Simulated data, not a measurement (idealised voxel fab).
Title: Process Module voxel wiring stack
Section cut is 210 nm wide and gridded with 5 nm square cells.
Cross-section layout: square cells on a grid; listed as bands, top to bottom; a band spans one or more cell rows. Band entry format. Leading values: height of top, height of bottom, nm. Remainder: materials in left-to-right order, each with its width in nm. Special words: "throughout" on a single material, which then fills the band edge to edge; "blank", empty space. A quick word on heights: they are counted from 0, and under that level the wafer as it came to us is one material throughout. The lowest band is different from the rest in having no bottom; it simply continues downward, written as in "0..down". Quick explanation for "30->40": the width changes in equal steps down the rows of cells, from the first number in the band's top row to the second number in its bottom row. Where the words "no alterations made" appear for a step, the cross-section shows no cell changed by that step; every cell remained as before. Each empty space that has no open way to the top and spans at least 8 cells appears under "Closed voids list" as width x height at distance, the distance counted from the left edge, all in nm. It should be noted that, on the line of a given step, the content following the step's settings is a remark produced by the simulator itself with respect to that step. overlay nm: how far to the right of its planned place the mask lay on this masked step (negative: to the left).
**Planned process steps**
| 1 | RECEIVE | material Si |
| 2 | CONFORMAL_DEP | material SiO2 | thk nm 15 |
| 3 | CONFORMAL_DEP | material SiCN | thk nm 5 |
| 4 | DIRECTIONAL_DEP | material SiO2 | thk nm 25 |
| 5 | PATTERN | tone open | mask id METAL_1 | material resist | width nm 20 | pitch nm 35 | thk nm 20 | overlay nm 0 |
| 6 | DIRECTIONAL_ETCH | etch materials SiO2 | depth nm 25 |
| 7 | DIRECTIONAL_ETCH | etch materials SiCN | depth nm 5 |
| 8 | STRIP | etch materials resist |
| 9 | CONFORMAL_DEP | material TiN | thk nm 5 |
| 10 | FILL_DEP | material Cu | thk nm 5 |
| 11 | CMP | height nm 45 |
| 12 | CONFORMAL_DEP | material SiCN | thk nm 5 |
| 13 | DIRECTIONAL_DEP | material SiO2 | thk nm 30 |
| 14 | DIRECTIONAL_DEP | material aC | thk nm 10 |
| 15 | PATTERN | tone open | mask id METAL_2_HOLES | material resist | width nm 15 | pitch nm 35 | thk nm 25 | overlay nm 0 |
| 16 | DIRECTIONAL_ETCH | etch materials aC | depth nm 10 |
| 17 | STRIP | etch materials resist |
| 18 | DIRECTIONAL_ETCH | etch materials SiO2 | depth nm 30 |
| 19 | STRIP | etch materials aC |
| 20 | DIRECTIONAL_DEP | material aC | thk nm 15 |
| 21 | PATTERN | tone open | mask id METAL_2 | material resist | width nm 20 | pitch nm 35 | thk nm 30 | overlay nm 0 |
| 22 | DIRECTIONAL_ETCH | etch materials aC | depth nm 15 |
| 23 | STRIP | etch materials resist |
| 24 | DIRECTIONAL_ETCH | etch materials SiO2 | depth nm 20 |
| 25 | DIRECTIONAL_ETCH | etch materials SiCN | depth nm 5 |
| 26 | STRIP | etch materials aC |
| 27 | CONFORMAL_DEP | material TiN | thk nm 5 |
| 28 | FILL_DEP | material Cu | thk nm 10 |
| 29 | CMP | height nm 80 |
| 30 | CONFORMAL_DEP | material SiCN | thk nm 5 |
| 31 | DIRECTIONAL_DEP | material SiO2 | thk nm 30 |
| 32 | MASKED_ETCH | tone open | mask id METAL_3_HOLES | width nm 15 | pitch nm 70 | etch materials SiO2 | depth nm 30 | overlay nm 0 |
| 33 | DIRECTIONAL_DEP | material aC | thk nm 15 |
| 34 | PATTERN | tone open | mask id METAL_3 | material resist | width nm 20 | pitch nm 35 | thk nm 35 | overlay nm 0 |
| 35 | DIRECTIONAL_ETCH | etch materials aC | depth nm 15 |
| 36 | STRIP | etch materials resist |
| 37 | DIRECTIONAL_ETCH | etch materials SiO2 | depth nm 20 |
| 38 | DIRECTIONAL_ETCH | etch materials SiCN | depth nm 5 |
| 39 | STRIP | etch materials aC |
| 40 | CONFORMAL_DEP | material TiN | thk nm 5 |
| 41 | FILL_DEP | material Cu | thk nm 5 |
| 42 | CMP | height nm 115 |
| 43 | CONFORMAL_DEP | material SiCN | thk nm 5 |
**As-received state of the wafer in cross-section, equivalent to post-step 1**
	0..down = Si throughout
	Closed voids list: none
**Result of the module, cross-sectioned: start per above, plan per above, one error in how it was run**
	120..115 = SiCN throughout
	115..100 = 40 SiO2 | 5 TiN | 10 Cu | 5 TiN | 20 SiO2 | 5 TiN | 5 Cu | 5 TiN | 15 SiO2 | 5 TiN | 10 Cu | 5 TiN | 20 SiO2 | 5 TiN | 5 Cu | 5 TiN | 45 SiO2
	100..95 = 40 SiO2 | 5 TiN | 5 Cu | 10 TiN | 20 SiO2 | 15 TiN | 15 SiO2 | 5 TiN | 5 Cu | 10 TiN | 20 SiO2 | 15 TiN | 45 SiO2
	95..90 = 40 SiO2 | 5 TiN | 5 Cu | 5 TiN | 55 SiO2 | 5 TiN | 5 Cu | 5 TiN | 85 SiO2
	90..85 = 40 SiO2 | 15 TiN | 55 SiO2 | 15 TiN | 85 SiO2
	85..80 = 45 SiCN | 10 TiN | 60 SiCN | 10 TiN | 85 SiCN
	80..65 = 40 SiO2 | 5 TiN | 10 Cu | 5 TiN | 15 SiO2 | 5 TiN | 10 Cu | 5 TiN | 15 SiO2 | 5 TiN | 10 Cu | 5 TiN | 15 SiO2 | 5 TiN | 10 Cu | 5 TiN | 45 SiO2
	65..60 = 40 SiO2 | 5 TiN | 5 Cu | 10 TiN | 15 SiO2 | 5 TiN | 5 Cu | 10 TiN | 15 SiO2 | 5 TiN | 5 Cu | 10 TiN | 15 SiO2 | 5 TiN | 5 Cu | 10 TiN | 45 SiO2
	60..50 = 40 SiO2 | 5 TiN | 5 Cu | 5 TiN | 20 SiO2 | 5 TiN | 5 Cu | 5 TiN | 20 SiO2 | 5 TiN | 5 Cu | 5 TiN | 20 SiO2 | 5 TiN | 5 Cu | 5 TiN | 50 SiO2
	50..45 = 40 SiCN | 15 TiN | 20 SiCN | 15 TiN | 20 SiCN | 15 TiN | 20 SiCN | 15 TiN | 50 SiCN
	45..20 = 40 SiO2 | 5 TiN | 10 Cu | 5 TiN | 15 SiO2 | 5 TiN | 10 Cu | 5 TiN | 15 SiO2 | 5 TiN | 10 Cu | 5 TiN | 15 SiO2 | 5 TiN | 10 Cu | 5 TiN | 45 SiO2
	20..15 = 40 SiCN | 20 TiN | 15 SiCN | 20 TiN | 15 SiCN | 20 TiN | 15 SiCN | 20 TiN | 45 SiCN
	15..0 = SiO2 throughout
	0..down = Si throughout
	Closed voids list: none
Against the plan, the run slipped here: step 34 did not happen as planned, as run it was PATTERN | tone open | mask id METAL_3 | material resist | width nm 15 | pitch nm 35 | thk nm 35 | overlay nm 0
